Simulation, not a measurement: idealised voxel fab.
process module | voxel gate over fins
cross-section cut | 275 nm wide | cells 5 nm
A cross-section is a grid of square cells, given in bands from the top down. A band is one or more rows of cells.
Each band's line starts with the height of the band's top and of its bottom, in nm. Then come its materials from left to right, each with its width in nm. One material with "throughout" fills the band from edge to edge. "air" is empty space.
Height 0 is the level under which the wafer as received is all one material. The lowest band goes on downwards, as in "0 down".
A width such as "30 to 40" changes by the same amount from each row of cells to the next, from the band's top row to its bottom row.
"no change" after a step means that no cell of the cross-section changed.
closed voids: empty space of 8 cells or more with no open way to the top, each as width x height at its distance from the left edge, in nm
after a step's settings: what the simulator itself notes on the step
overlay nm, on a step with a mask: how far to the right of its planned place the mask lay; to the left if negative
plan
1 op RECEIVE | material Si
2 op CONFORMAL_DEP | material SiN | thk nm 10
3 op PATTERN | tone cover | mask id FINS | material resist | width nm 15 | pitch nm 50 | thk nm 15 | overlay nm 0
4 op DIRECTIONAL_ETCH | etch materials SiN | depth nm 10
5 op DIRECTIONAL_ETCH | etch materials Si | depth nm 40
6 op STRIP | etch materials resist
7 op OXIDIZE | depth nm 5
8 op FILL_DEP | material SiO2 | thk nm 5
9 op CMP | height nm 10
10 op DIRECTIONAL_DEP | material aC | thk nm 10
11 op PATTERN | tone open | mask id RAIL | material resist | width nm 15 | thk nm 30 | overlay nm 0
12 op DIRECTIONAL_ETCH | etch materials aC | depth nm 10
13 op STRIP | etch materials resist
14 op DIRECTIONAL_ETCH | etch materials SiO2 | depth nm 45
15 op STRIP | etch materials aC
16 op CONFORMAL_DEP | material TiN | thk nm 5
17 op FILL_DEP | material Ru | thk nm 5
18 op CMP | height nm 10
19 op SELECTIVE_ETCH | etch materials W Ru TiN | depth nm 30
20 op FILL_DEP | material SiO2 | thk nm 5
21 op CMP | height nm 10
22 op SELECTIVE_ETCH | etch materials SiO2 | depth nm 20
23 op STRIP | etch materials SiN
24 op CONFORMAL_DEP | material HfO2 | thk nm 5
25 op CONFORMAL_DEP | material TiN | thk nm 5
26 op CONFORMAL_DEP | material TiAl | thk nm 5
27 op CONFORMAL_DEP | material TiN | thk nm 5
28 op FILL_DEP | material W | thk nm 15
29 op CMP | height nm 20
30 op CONFORMAL_DEP | material SiCN | thk nm 5
varied across the wafers: height nm of step 29. The plan shows the first wafer's value. All wafers start alike
first wafer as received, after step 1
  0 down: Si throughout
  closed voids: none
first wafer at the end, after step 30
  25 to 20: SiCN throughout
  20 to 15: W 40 | TiN 45 | W 5 | TiN 45 | W 5 | TiN 45 | W 5 | TiN 45 | W 40
  15 to 10: W 40 | TiN 5 | TiAl 35 | TiN 5 | W 5 | TiN 5 | TiAl 35 | TiN 5 | W 5 | TiN 5 | TiAl 35 | TiN 5 | W 5 | TiN 5 | TiAl 35 | TiN 5 | W 40
  10 to 5: TiN 45 | TiAl 5 | TiN 25 | TiAl 5 | TiN 15 | TiAl 5 | TiN 25 | TiAl 5 | TiN 15 | TiAl 5 | TiN 25 | TiAl 5 | TiN 15 | TiAl 5 | TiN 25 | TiAl 5 | TiN 45
  5 to 0: TiAl 50 | TiN 5 | HfO2 15 | TiN 5 | TiAl 25 | TiN 5 | HfO2 15 | TiN 5 | TiAl 25 | TiN 5 | HfO2 15 | TiN 5 | TiAl 25 | TiN 5 | HfO2 15 | TiN 5 | TiAl 50
  0 to -5: TiN 55 | HfO2 5 | Si 5 | HfO2 5 | TiN 35 | HfO2 5 | Si 5 | HfO2 5 | TiN 35 | HfO2 5 | Si 5 | HfO2 5 | TiN 35 | HfO2 5 | Si 5 | HfO2 5 | TiN 55
  -5 to -10: HfO2 60 | Si 5 | HfO2 45 | Si 5 | HfO2 45 | Si 5 | HfO2 45 | Si 5 | HfO2 60
  -10 to -20: SiO2 60 | Si 5 | SiO2 45 | Si 5 | SiO2 45 | Si 5 | SiO2 45 | Si 5 | SiO2 60
  -20 to -30: SiO2 60 | Si 5 | SiO2 15 | TiN 5 | Ru 5 | TiN 5 | SiO2 15 | Si 5 | SiO2 45 | Si 5 | SiO2 45 | Si 5 | SiO2 60
  -30 to -35: SiO2 60 | Si 5 | SiO2 15 | TiN 15 | SiO2 15 | Si 5 | SiO2 45 | Si 5 | SiO2 45 | Si 5 | SiO2 60
  -35 to -45: SiO2 60 | Si 5 | SiO2 45 | Si 5 | SiO2 45 | Si 5 | SiO2 45 | Si 5 | SiO2 60
  -45 down: Si throughout
  closed voids: none
last wafer at the end
  40 to 35: SiCN throughout
  35 to 20: W throughout
  20 to 15: W 40 | TiN 45 | W 5 | TiN 45 | W 5 | TiN 45 | W 5 | TiN 45 | W 40
  15 to 10: W 40 | TiN 5 | TiAl 35 | TiN 5 | W 5 | TiN 5 | TiAl 35 | TiN 5 | W 5 | TiN 5 | TiAl 35 | TiN 5 | W 5 | TiN 5 | TiAl 35 | TiN 5 | W 40
  10 to 5: TiN 45 | TiAl 5 | TiN 25 | TiAl 5 | TiN 15 | TiAl 5 | TiN 25 | TiAl 5 | TiN 15 | TiAl 5 | TiN 25 | TiAl 5 | TiN 15 | TiAl 5 | TiN 25 | TiAl 5 | TiN 45
  5 to 0: TiAl 50 | TiN 5 | HfO2 15 | TiN 5 | TiAl 25 | TiN 5 | HfO2 15 | TiN 5 | TiAl 25 | TiN 5 | HfO2 15 | TiN 5 | TiAl 25 | TiN 5 | HfO2 15 | TiN 5 | TiAl 50
  0 to -5: TiN 55 | HfO2 5 | Si 5 | HfO2 5 | TiN 35 | HfO2 5 | Si 5 | HfO2 5 | TiN 35 | HfO2 5 | Si 5 | HfO2 5 | TiN 35 | HfO2 5 | Si 5 | HfO2 5 | TiN 55
  -5 to -10: HfO2 60 | Si 5 | HfO2 45 | Si 5 | HfO2 45 | Si 5 | HfO2 45 | Si 5 | HfO2 60
  -10 to -20: SiO2 60 | Si 5 | SiO2 45 | Si 5 | SiO2 45 | Si 5 | SiO2 45 | Si 5 | SiO2 60
  -20 to -30: SiO2 60 | Si 5 | SiO2 15 | TiN 5 | Ru 5 | TiN 5 | SiO2 15 | Si 5 | SiO2 45 | Si 5 | SiO2 45 | Si 5 | SiO2 60
  -30 to -35: SiO2 60 | Si 5 | SiO2 15 | TiN 15 | SiO2 15 | Si 5 | SiO2 45 | Si 5 | SiO2 45 | Si 5 | SiO2 60
  -35 to -45: SiO2 60 | Si 5 | SiO2 45 | Si 5 | SiO2 45 | Si 5 | SiO2 45 | Si 5 | SiO2 60
  -45 down: Si throughout
  closed voids: none
each wafer at the end: cells of each material gained (+) or lost (-) since it was received, then its closed voids
height nm 20 | +71 HfO2 | +2 Ru | -459 Si | +55 SiCN | +348 SiO2 | +71 TiAl | +149 TiN | +38 W | closed voids: none
height nm 25 | +71 HfO2 | +2 Ru | -459 Si | +55 SiCN | +348 SiO2 | +71 TiAl | +149 TiN | +93 W | closed voids: none
height nm 30 | +71 HfO2 | +2 Ru | -459 Si | +55 SiCN | +348 SiO2 | +71 TiAl | +149 TiN | +148 W | closed voids: none
height nm 35 | +71 HfO2 | +2 Ru | -459 Si | +55 SiCN | +348 SiO2 | +71 TiAl | +149 TiN | +203 W | closed voids: none
